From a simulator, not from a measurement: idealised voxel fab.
process module | voxel double patterning
cross-section cut | 265 nm wide | cells 5 nm
A cross-section is a grid of square cells, given in bands from the top down. A band is one or more rows of cells.
Each band's line starts with the height of the band's top and of its bottom, in nm. Then come its materials from left to right, each with its width in nm. One material with "throughout" fills the band from edge to edge. "air" is empty space.
Height 0 is the level under which the wafer as received is all one material. The lowest band goes on downwards, as in "0 down".
A width such as "30 to 40" changes by the same amount from each row of cells to the next, from the band's top row to its bottom row.
"no change" after a step means that no cell of the cross-section changed.
closed voids: empty space of 8 cells or more with no open way to the top, each as width x height at its distance from the left edge, in nm
after a step's settings: what the simulator itself notes on the step
overlay nm, on a step with a mask: how far to the right of its planned place the mask lay; to the left if negative
plan
1 op RECEIVE | material Si
2 op CONFORMAL_DEP | material SiO2 | thk nm 10
3 op DIRECTIONAL_DEP | material polySi | thk nm 20
4 op DIRECTIONAL_DEP | material SiCN | thk nm 5
5 op DIRECTIONAL_DEP | material aC | thk nm 15
6 op PATTERN | tone open | mask id FIRST | material resist | width nm 15 | pitch nm 50 | thk nm 35 | overlay nm 0
7 op DIRECTIONAL_ETCH | etch materials aC | depth nm 15
8 op STRIP | etch materials resist
9 op DIRECTIONAL_ETCH | etch materials SiCN | depth nm 5
10 op STRIP | etch materials aC
11 op PATTERN | tone open | mask id SECOND | material resist | width nm 15 | thk nm 20 | overlay nm 0
12 op DIRECTIONAL_ETCH | etch materials SiCN | depth nm 5
13 op STRIP | etch materials resist
14 op DIRECTIONAL_ETCH | etch materials polySi | depth nm 20
15 op STRIP | etch materials SiCN
as received, after step 1
  0 down: Si throughout
  closed voids: none
a wafer at the end: this start, this plan, one mistake
  50 to 30: polySi 100 | air 15 | polySi 10 | air 15 | polySi 10 | air 15 | polySi 100
  30 to 10: polySi throughout
  10 to 0: SiO2 throughout
  0 down: Si throughout
  closed voids: none
what went wrong: step 3 was run twice
